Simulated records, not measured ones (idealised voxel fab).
The document below concerns the process module designated voxel transistor to metal.
It is cross-section cut that appears here, measuring 295 nm in width, its square cells being 5 nm in size.
Cross-section, as written here: a square-cell grid given band by band from the top down, where a band holds one or more rows of cells.
The band entry comprises the height of the band's top followed by the height of its bottom, expressed in nm, and subsequently the band's materials from left to right, each stated together with its width in nm. Where a single material is marked with the word "throughout", that material fills the band from edge to edge. The word "empty" represents empty space.
It should be noted that heights are counted from 0, beneath which the wafer as supplied is of one material throughout, and that the lowest band possesses no lower boundary but continues downward, as written in "0 down".
It should be noted that a width expressed as "30..40" varies in equal increments from row to row of cells within the band, taking the value of the first number at the top row and that of the second number at the bottom row.
A step reported as "nothing altered" is a step in which no cell of the cross-section changed.
In the "Closed void listing" entry, you get each enclosed empty space of 8 cells or more, one with no open way to the top, written width x height at distance, distance from the left edge, in nm.
Note: text after step settings on the step line = simulator remark on that step.
overlay nm: step with mask; distance mask lay right of planned place; negative value = left of planned place.
Set out below are the planned steps of the process:
step 1: RECEIVE | material Si
step 2: OXIDIZE | depth nm 5
step 3: CONFORMAL_DEP | material SiN | thk nm 15
step 4: DIRECTIONAL_DEP | material aC | thk nm 10
step 5: PATTERN | tone cover | mask id ACTIVE | material resist | width nm 95 | pitch nm 120 | thk nm 30 | overlay nm 0
step 6: DIRECTIONAL_ETCH | etch materials aC | depth nm 10
step 7: STRIP | etch materials resist
step 8: DIRECTIONAL_ETCH | etch materials SiN | depth nm 15
step 9: DIRECTIONAL_ETCH | etch materials SiO2 | depth nm 5
step 10: DIRECTIONAL_ETCH | etch materials Si | depth nm 25
step 11: STRIP | etch materials aC
step 12: FILL_DEP | material SiO2 | thk nm 5
step 13: CMP | height nm 15
step 14: SELECTIVE_ETCH | etch materials SiO2 | depth nm 15
step 15: STRIP | etch materials SiN
step 16: SELECTIVE_ETCH | etch materials SiO2 | depth nm 5
step 17: OXIDIZE | depth nm 5
step 18: DIRECTIONAL_DEP | material polySi | thk nm 30
step 19: DIRECTIONAL_DEP | material SiCN | thk nm 15
step 20: MASKED_ETCH | tone cover | mask id GATE | width nm 15 | pitch nm 120 | etch materials SiCN | depth nm 25 | overlay nm 0
step 21: MASKED_ETCH | tone cover | mask id GATE | width nm 15 | pitch nm 120 | etch materials polySi | depth nm 40 | overlay nm 0
step 22: CONFORMAL_DEP | material SiN | thk nm 10
step 23: DIRECTIONAL_ETCH | etch materials SiN | depth nm 10
step 24: DIRECTIONAL_ETCH | etch materials SiO2 | depth nm 5
step 25: DIRECTIONAL_ETCH | etch materials Si | depth nm 15
step 26: EPI | material nSi | thk nm 15
step 27: FILL_DEP | material SiO2 | thk nm 5
step 28: CMP | height nm 40
step 29: DIRECTIONAL_DEP | material SiO2 | thk nm 10
step 30: DIRECTIONAL_DEP | material aC | thk nm 15
step 31: PATTERN | tone open | mask id CONTACT | material resist | width nm 20 | thk nm 35 | overlay nm 0
step 32: DIRECTIONAL_ETCH | etch materials aC | depth nm 15
step 33: STRIP | etch materials resist
step 34: DIRECTIONAL_ETCH | etch materials SiO2 | depth nm 60
step 35: STRIP | etch materials aC
step 36: CONFORMAL_DEP | material TiN | thk nm 5
step 37: FILL_DEP | material Ru | thk nm 10
step 38: CMP | height nm 50
step 39: DIRECTIONAL_DEP | material TiN | thk nm 5
step 40: DIRECTIONAL_DEP | material W | thk nm 25
step 41: DIRECTIONAL_DEP | material aC | thk nm 15
step 42: PATTERN | tone cover | mask id METAL_1 | material resist | width nm 20 | thk nm 30 | overlay nm 0
step 43: DIRECTIONAL_ETCH | etch materials aC | depth nm 15
step 44: STRIP | etch materials resist
step 45: DIRECTIONAL_ETCH | etch materials W | depth nm 25
step 46: DIRECTIONAL_ETCH | etch materials TiN | depth nm 5
step 47: STRIP | etch materials aC
step 48: FILL_DEP | material lowk | thk nm 5
step 49: CMP | height nm 80
step 50: CONFORMAL_DEP | material SiCN | thk nm 5
step 51: DIRECTIONAL_DEP | material lowk | thk nm 30
step 52: PATTERN | tone open | mask id METAL_2_HOLES | material resist | width nm 15 | pitch nm 120 | thk nm 20 | overlay nm 0
step 53: DIRECTIONAL_ETCH | etch materials lowk | depth nm 30
step 54: STRIP | etch materials resist
step 55: PATTERN | tone open | mask id METAL_2 | material resist | width nm 20 | pitch nm 120 | thk nm 15 | overlay nm 0
step 56: DIRECTIONAL_ETCH | etch materials lowk | depth nm 15
step 57: DIRECTIONAL_ETCH | etch materials SiCN | depth nm 5
step 58: STRIP | etch materials resist
step 59: CONFORMAL_DEP | material TiN | thk nm 5
step 60: FILL_DEP | material Ru | thk nm 5
step 61: CMP | height nm 115
step 62: CONFORMAL_DEP | material SiCN | thk nm 5
Cross-section of the wafer upon arrival, representing the state reached after step 1:
* 0 down  Si throughout
* Closed void listing: none
First of two wafers at the end of the module, shown in cross-section; run carried out as planned:
* 120 to 115  SiCN throughout
* 115 to 105  45 of lowk, then 5 of TiN, then 10 of Ru, then 5 of TiN, then 100 of lowk, then 5 of TiN, then 10 of Ru, then 5 of TiN, then 110 of lowk
* 105 to 100  45 of lowk, then 5 of TiN, then 5 of Ru, then 10 of TiN, then 100 of lowk, then 5 of TiN, then 5 of Ru, then 10 of TiN, then 110 of lowk
* 100 to 85  45 of lowk, then 5 of TiN, then 5 of Ru, then 5 of TiN, then 105 of lowk, then 5 of TiN, then 5 of Ru, then 5 of TiN, then 115 of lowk
* 85 to 80  45 of SiCN, then 15 of TiN, then 105 of SiCN, then 15 of TiN, then 115 of SiCN
* 80 to 55  45 of lowk, then 20 of W, then 45 of lowk, then 20 of W, then 35 of lowk, then 20 of W, then 45 of lowk, then 20 of W, then 45 of lowk
* 55 to 50  45 of lowk, then 20 of TiN, then 45 of lowk, then 20 of TiN, then 35 of lowk, then 20 of TiN, then 45 of lowk, then 20 of TiN, then 45 of lowk
* 50 to 40  45 of SiO2, then 5 of TiN, then 10 of Ru, then 5 of TiN, then 45 of SiO2, then 5 of TiN, then 10 of Ru, then 5 of TiN, then 35 of SiO2, then 5 of TiN, then 10 of Ru, then 5 of TiN, then 45 of SiO2, then 5 of TiN, then 10 of Ru, then 5 of TiN, then 45 of SiO2
* 40 to 25  45 of SiO2, then 5 of TiN, then 10 of Ru, then 5 of TiN, then 5 of SiO2, then 10 of SiN, then 15 of SiCN, then 10 of SiN, then 5 of SiO2, then 5 of TiN, then 10 of Ru, then 5 of TiN, then 35 of SiO2, then 5 of TiN, then 10 of Ru, then 5 of TiN, then 5 of SiO2, then 10 of SiN, then 15 of SiCN, then 10 of SiN, then 5 of SiO2, then 5 of TiN, then 10 of Ru, then 5 of TiN, then 45 of SiO2
* 25 to 10  45 of SiO2, then 5 of TiN, then 10 of Ru, then 5 of TiN, then 5 of SiO2, then 10 of SiN, then 15 of polySi, then 10 of SiN, then 5 of SiO2, then 5 of TiN, then 10 of Ru, then 5 of TiN, then 35 of SiO2, then 5 of TiN, then 10 of Ru, then 5 of TiN, then 5 of SiO2, then 10 of SiN, then 15 of polySi, then 10 of SiN, then 5 of SiO2, then 5 of TiN, then 10 of Ru, then 5 of TiN, then 45 of SiO2
* 10 to 5  45 of SiO2, then 20 of TiN, then 5 of SiO2, then 10 of SiN, then 15 of polySi, then 10 of SiN, then 5 of SiO2, then 20 of TiN, then 35 of SiO2, then 20 of TiN, then 5 of SiO2, then 10 of SiN, then 15 of polySi, then 10 of SiN, then 5 of SiO2, then 20 of TiN, then 45 of SiO2
* 5 to -5  45 of SiO2, then 10 of TiN, then 15 of nSi, then 10 of SiN, then 15 of polySi, then 10 of SiN, then 15 of nSi, then 10 of TiN, then 35 of SiO2, then 10 of TiN, then 15 of nSi, then 10 of SiN, then 15 of polySi, then 10 of SiN, then 15 of nSi, then 10 of TiN, then 45 of SiO2
* -5 to -10  45 of SiO2, then 10 of TiN, then 15 of nSi, then 35 of SiO2, then 15 of nSi, then 10 of TiN, then 35 of SiO2, then 10 of TiN, then 15 of nSi, then 35 of SiO2, then 15 of nSi, then 10 of TiN, then 45 of SiO2
* -10 to -25  40 of SiO2, then 30 of nSi, then 35 of Si, then 30 of nSi, then 25 of SiO2, then 30 of nSi, then 35 of Si, then 30 of nSi, then 40 of SiO2
* -25 to -30  40 of SiO2, then 95 of Si, then 25 of SiO2, then 95 of Si, then 40 of SiO2
* -30 down  Si throughout
* Closed void listing: none
Second of two wafers, module complete, sectioned: it shares the first wafer's start and plan but was run with one mistake:
* 120 to 115  SiCN throughout
* 115 to 105  45 of lowk, then 5 of TiN, then 10 of Ru, then 5 of TiN, then 100 of lowk, then 5 of TiN, then 10 of Ru, then 5 of TiN, then 110 of lowk
* 105 to 100  45 of lowk, then 5 of TiN, then 5 of Ru, then 10 of TiN, then 100 of lowk, then 5 of TiN, then 5 of Ru, then 10 of TiN, then 110 of lowk
* 100 to 90  45 of lowk, then 5 of TiN, then 5 of Ru, then 5 of TiN, then 105 of lowk, then 5 of TiN, then 5 of Ru, then 5 of TiN, then 115 of lowk
* 90 to 85  45 of lowk, then 15 of TiN, then 105 of lowk, then 15 of TiN, then 115 of lowk
* 85 to 80  TiN throughout
* 80 to 55  45 of lowk, then 20 of W, then 45 of lowk, then 20 of W, then 35 of lowk, then 20 of W, then 45 of lowk, then 20 of W, then 45 of lowk
* 55 to 50  45 of lowk, then 20 of TiN, then 45 of lowk, then 20 of TiN, then 35 of lowk, then 20 of TiN, then 45 of lowk, then 20 of TiN, then 45 of lowk
* 50 to 40  45 of SiO2, then 5 of TiN, then 10 of Ru, then 5 of TiN, then 45 of SiO2, then 5 of TiN, then 10 of Ru, then 5 of TiN, then 35 of SiO2, then 5 of TiN, then 10 of Ru, then 5 of TiN, then 45 of SiO2, then 5 of TiN, then 10 of Ru, then 5 of TiN, then 45 of SiO2
* 40 to 25  45 of SiO2, then 5 of TiN, then 10 of Ru, then 5 of TiN, then 5 of SiO2, then 10 of SiN, then 15 of SiCN, then 10 of SiN, then 5 of SiO2, then 5 of TiN, then 10 of Ru, then 5 of TiN, then 35 of SiO2, then 5 of TiN, then 10 of Ru, then 5 of TiN, then 5 of SiO2, then 10 of SiN, then 15 of SiCN, then 10 of SiN, then 5 of SiO2, then 5 of TiN, then 10 of Ru, then 5 of TiN, then 45 of SiO2
* 25 to 10  45 of SiO2, then 5 of TiN, then 10 of Ru, then 5 of TiN, then 5 of SiO2, then 10 of SiN, then 15 of polySi, then 10 of SiN, then 5 of SiO2, then 5 of TiN, then 10 of Ru, then 5 of TiN, then 35 of SiO2, then 5 of TiN, then 10 of Ru, then 5 of TiN, then 5 of SiO2, then 10 of SiN, then 15 of polySi, then 10 of SiN, then 5 of SiO2, then 5 of TiN, then 10 of Ru, then 5 of TiN, then 45 of SiO2
* 10 to 5  45 of SiO2, then 20 of TiN, then 5 of SiO2, then 10 of SiN, then 15 of polySi, then 10 of SiN, then 5 of SiO2, then 20 of TiN, then 35 of SiO2, then 20 of TiN, then 5 of SiO2, then 10 of SiN, then 15 of polySi, then 10 of SiN, then 5 of SiO2, then 20 of TiN, then 45 of SiO2
* 5 to -5  45 of SiO2, then 10 of TiN, then 15 of nSi, then 10 of SiN, then 15 of polySi, then 10 of SiN, then 15 of nSi, then 10 of TiN, then 35 of SiO2, then 10 of TiN, then 15 of nSi, then 10 of SiN, then 15 of polySi, then 10 of SiN, then 15 of nSi, then 10 of TiN, then 45 of SiO2
* -5 to -10  45 of SiO2, then 10 of TiN, then 15 of nSi, then 35 of SiO2, then 15 of nSi, then 10 of TiN, then 35 of SiO2, then 10 of TiN, then 15 of nSi, then 35 of SiO2, then 15 of nSi, then 10 of TiN, then 45 of SiO2
* -10 to -25  40 of SiO2, then 30 of nSi, then 35 of Si, then 30 of nSi, then 25 of SiO2, then 30 of nSi, then 35 of Si, then 30 of nSi, then 40 of SiO2
* -25 to -30  40 of SiO2, then 95 of Si, then 25 of SiO2, then 95 of Si, then 40 of SiO2
* -30 down  Si throughout
* Closed void listing: none
It is concluded that the wafer was processed incorrectly with respect to the plan, in that step 50 was processed under conditions differing from the plan, specifically as CONFORMAL_DEP | material TiN | thk nm 5
Final difference in cells, second wafer against first, listed per material as more or fewer: 2 fewer of Ru | 53 fewer of SiCN | 55 more of TiN
